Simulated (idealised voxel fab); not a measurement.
The process module that follows is named voxel wiring stack.
It is cross-section cut that appears here, measuring 210 nm in width, its square cells being 5 nm in size.
In what follows, cross-sections appear as grids of square cells, described through bands that run from the top down, where every band is one or more rows of cells.
Band: top and bottom heights (nm) first, top before bottom; then materials from left to right, widths in nm. "everywhere" marks a sole material filling the band edge to edge. "empty" denotes empty space.
Height is counted from the level 0, under which the received wafer is composed throughout of one material. The lowest of the bands is not closed at the bottom but continues downward, in the notation "top 0, no bottom".
You'd read "30..40" like this: the band's top row of cells is as wide as the first number, its bottom row is as wide as the second, and going down, every row changes width by the same amount as the row before did.
"no alterations made" means the step left every cell of the cross-section as it was.
Each empty space that has no open way to the top and spans at least 8 cells appears under "Enclosed void list" as width x height at distance, the distance counted from the left edge, all in nm.
On each step's line, the part that comes after the settings is the simulator's own comment on the step.
overlay nm: mask offset rightward from planned place, masked step; negative means leftward offset.

This section lists the process steps that were planned
1. RECEIVE [material Si]
2. CONFORMAL_DEP [material SiO2] [thk nm 15]
3. DIRECTIONAL_DEP [material TiN] [thk nm 5]
4. DIRECTIONAL_DEP [material Ru] [thk nm 20]
5. MASKED_ETCH [tone cover] [mask id METAL_1] [width nm 30] [pitch nm 60] [etch materials Ru] [depth nm 20] [overlay nm 0]
6. MASKED_ETCH [tone cover] [mask id METAL_1] [width nm 30] [pitch nm 60] [etch materials TiN] [depth nm 5] [overlay nm 0]
7. CONFORMAL_DEP [material SiCN] [thk nm 5]
8. FILL_DEP [material SiO2] [thk nm 5]
9. CMP [height nm 40]
10. CONFORMAL_DEP [material SiCN] [thk nm 5]
11. DIRECTIONAL_DEP [material SiO2] [thk nm 10]
12. MASKED_ETCH [tone open] [mask id PLUG_1] [width nm 15] [etch materials SiO2] [depth nm 10] [overlay nm 0]
13. MASKED_ETCH [tone open] [mask id PLUG_1] [width nm 15] [etch materials SiCN] [depth nm 5] [overlay nm 0]
14. EPI [material Ru] [thk nm 10]
15. EPI [material Ru] [thk nm 5]
16. CONFORMAL_DEP [material SiN] [thk nm 5]
17. DIRECTIONAL_DEP [material lowk] [thk nm 20]
18. MASKED_ETCH [tone open] [mask id METAL_2] [width nm 30] [pitch nm 60] [etch materials lowk] [depth nm 20] [overlay nm 0]
19. MASKED_ETCH [tone open] [mask id METAL_2] [width nm 30] [pitch nm 60] [etch materials SiN] [depth nm 5] [overlay nm 0]
20. CONFORMAL_DEP [material TiN] [thk nm 5]
21. FILL_DEP [material Cu] [thk nm 10]
22. CMP [height nm 80]
23. EPI [material Ru] [thk nm 5]
24. FILL_DEP [material SiCN] [thk nm 5]

The cross-section here shows the wafer as received, i.e. in its state after step 1
* top 0, no bottom = Si everywhere
* Enclosed void list: none

Module complete, cross-section. Starting point and plan per above. One mistake made in running the module
* top 90, bottom 85 = SiCN everywhere
* top 85, bottom 80 = Ru everywhere
* top 80, bottom 75 = Cu everywhere
* top 75, bottom 70 = TiN=65; Cu=20; TiN=40; Cu=20; TiN=65
* top 70, bottom 50 = lowk=60; TiN=5; Cu=20; TiN=5; lowk=30; TiN=5; Cu=20; TiN=5; lowk=60
* top 50, bottom 45 = SiN=60; TiN=30; SiN=30; TiN=30; SiN=60
* top 45, bottom 35 = SiO2=60; Ru=15; SiO2=135
* top 35, bottom 30 = SiCN=60; Ru=15; SiCN=135
* top 30, bottom 20 = SiO2=55; SiCN=5; Ru=30; SiCN=5; SiO2=20; SiCN=5; Ru=30; SiCN=5; SiO2=55
* top 20, bottom 15 = SiCN=60; TiN=30; SiCN=30; TiN=30; SiCN=60
* top 15, bottom 0 = SiO2 everywhere
* top 0, no bottom = Si everywhere
* Enclosed void list: none
Here's what went sideways: for step 9, the planned setting was not used; the step was instead run as CMP [height nm 30]
